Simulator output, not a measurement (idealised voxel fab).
Process module, titled voxel gate over fins
In the cross-section labelled cut, the width is 170 nm and each square cell is 5 nm.
How to read a cross-section here: the picture is a grid of square cells, written as bands going from the top down, and any band can span one or more rows of cells. Basically the band line says how high the top is and how high the bottom is, in nm, and then what's in it from left to right, every material with its width in nm. Empty space shows up as "blank", and if a single material carries "throughout" it runs the full band edge to edge. Height 0 is the level under which the wafer as received is all one material. The lowest band goes on downwards, as in "0 down". With a width like "30 to 40", each row of cells in the band differs from the next by the same amount, the top row carrying the first number and the bottom row the second. No cell of the cross-section changed in a step that is given as "nothing different". Enclosed voids (no open way to top), threshold 8 cells or more, entry "Enclosed void inventory", notation width x height at distance, distance from left edge, nm. If you see something after the settings on a step's line, that's the simulator's own remark about that step. "overlay nm" answers the question of how far to the right of plan the mask lay on a step that has a mask, and when it is negative the answer is to the left.

# List of planned process steps
1,RECEIVE [material Si]
2,CONFORMAL_DEP [material SiN] [thk nm 5]
3,DIRECTIONAL_DEP [material aC] [thk nm 10]
4,PATTERN [tone cover] [mask id FINS] [material resist] [width nm 15] [pitch nm 60] [thk nm 25] [overlay nm 0]
5,DIRECTIONAL_ETCH [etch materials aC] [depth nm 10]
6,STRIP [etch materials resist]
7,DIRECTIONAL_ETCH [etch materials SiN] [depth nm 5]
8,DIRECTIONAL_ETCH [etch materials Si] [depth nm 30]
9,STRIP [etch materials aC]
10,OXIDIZE [depth nm 5]
11,FILL_DEP [material SiO2] [thk nm 5]
12,CMP [height nm 5]
13,DIRECTIONAL_DEP [material aC] [thk nm 15]
14,PATTERN [tone open] [mask id RAIL] [material resist] [width nm 15] [thk nm 30] [overlay nm 0]
15,DIRECTIONAL_ETCH [etch materials aC] [depth nm 15]
16,STRIP [etch materials resist]
17,DIRECTIONAL_ETCH [etch materials SiO2] [depth nm 30]
18,STRIP [etch materials aC]
19,CONFORMAL_DEP [material TiN] [thk nm 5]
20,FILL_DEP [material W] [thk nm 10]
21,CMP [height nm 5]
22,SELECTIVE_ETCH [etch materials W Ru TiN] [depth nm 25]
23,FILL_DEP [material SiO2] [thk nm 5]
24,CMP [height nm 5]
25,SELECTIVE_ETCH [etch materials SiO2] [depth nm 20]
26,STRIP [etch materials SiN]
27,CONFORMAL_DEP [material HfO2] [thk nm 5]
28,CONFORMAL_DEP [material TiN] [thk nm 5]
29,FILL_DEP [material W] [thk nm 10]
30,CMP [height nm 15]
31,CONFORMAL_DEP [material SiCN] [thk nm 10]

# So this is the incoming wafer in cross-section - it's already been through step 1
* 0 down: Si throughout
* Enclosed void inventory: none

# Run as planned - first of the two wafers cross-sectioned at the end of the module
* 25 to 15: SiCN throughout
* 15 to 10: W throughout
* 10 to 5: W=10; TiN=25; W=35; TiN=25; W=35; TiN=25; W=15
* 5 to 0: W=10; TiN=5; HfO2=15; TiN=5; W=35; TiN=5; HfO2=15; TiN=5; W=35; TiN=5; HfO2=15; TiN=5; W=15
* 0 to -5: W=10; TiN=5; HfO2=5; Si=5; HfO2=5; TiN=5; W=35; TiN=5; HfO2=5; Si=5; HfO2=5; TiN=5; W=35; TiN=5; HfO2=5; Si=5; HfO2=5; TiN=5; W=15
* -5 to -10: TiN=15; HfO2=5; Si=5; HfO2=5; TiN=45; HfO2=5; Si=5; HfO2=5; TiN=45; HfO2=5; Si=5; HfO2=5; TiN=20
* -10 to -15: HfO2=20; Si=5; HfO2=55; Si=5; HfO2=55; Si=5; HfO2=25
* -15 to -20: SiO2=20; Si=5; SiO2=55; Si=5; SiO2=55; Si=5; SiO2=25
* -20 to -25: SiO2=20; Si=5; SiO2=20; TiN=15; SiO2=20; Si=5; SiO2=55; Si=5; SiO2=25
* -25 to -35: SiO2=20; Si=5; SiO2=55; Si=5; SiO2=55; Si=5; SiO2=25
* -35 down: Si throughout
* Enclosed void inventory: none

# Wafer two (of two), end-of-module cross-section: start = wafer one, plan = wafer one, one run mistake
* 25 to 15: SiCN throughout
* 15 to 10: W=5; TiN=35; W=25; TiN=35; W=25; TiN=35; W=10
* 10 to 5: W=5; TiN=5; HfO2=25; TiN=5; W=25; TiN=5; HfO2=25; TiN=5; W=25; TiN=5; HfO2=25; TiN=5; W=10
* 5 to 0: W=5; TiN=5; HfO2=5; SiN=15; HfO2=5; TiN=5; W=25; TiN=5; HfO2=5; SiN=15; HfO2=5; TiN=5; W=25; TiN=5; HfO2=5; SiN=15; HfO2=5; TiN=5; W=10
* 0 to -10: W=5; TiN=5 to 10; HfO2=10 to 5; Si=5; HfO2=10 to 5; TiN=5 to 10; W=25; TiN=5 to 10; HfO2=10 to 5; Si=5; HfO2=10 to 5; TiN=5 to 10; W=25; TiN=5 to 10; HfO2=10 to 5; Si=5; HfO2=10 to 5; TiN=5 to 10; W=10
* -10 to -15: W=10; TiN=5; HfO2=5; Si=5; HfO2=5; TiN=5; W=35; TiN=5; HfO2=5; Si=5; HfO2=5; TiN=5; W=35; TiN=5; HfO2=5; Si=5; HfO2=5; TiN=5; W=15
* -15 to -20: blank=5; W=5; TiN=5; HfO2=5; Si=5; HfO2=5; TiN=5; W=35; TiN=5; HfO2=5; Si=5; HfO2=5; TiN=5; W=35; TiN=5; HfO2=5; Si=5; HfO2=5; TiN=5; W=15
* -20 to -25: W=10; TiN=5; HfO2=5; Si=5; HfO2=5; TiN=5; W=35; TiN=5; HfO2=5; Si=5; HfO2=5; TiN=5; W=35; TiN=5; HfO2=5; Si=5; HfO2=5; TiN=5; W=15
* -25 to -30: TiN=15; HfO2=5; Si=5; HfO2=5; TiN=45; HfO2=5; Si=5; HfO2=5; TiN=45; HfO2=5; Si=5; HfO2=5; TiN=20
* -30 to -35: HfO2=20; Si=5; HfO2=55; Si=5; HfO2=55; Si=5; HfO2=25
* -35 down: Si throughout
* Enclosed void inventory: none
Misprocessing identified: off-plan run, step 26, actual operation and settings STRIP [etch materials SiO2]
Final tally in cells, some materials are higher or lower on the second wafer than on the first: HfO2 +42; SiN +9; SiO2 -121; TiN +39; W +30
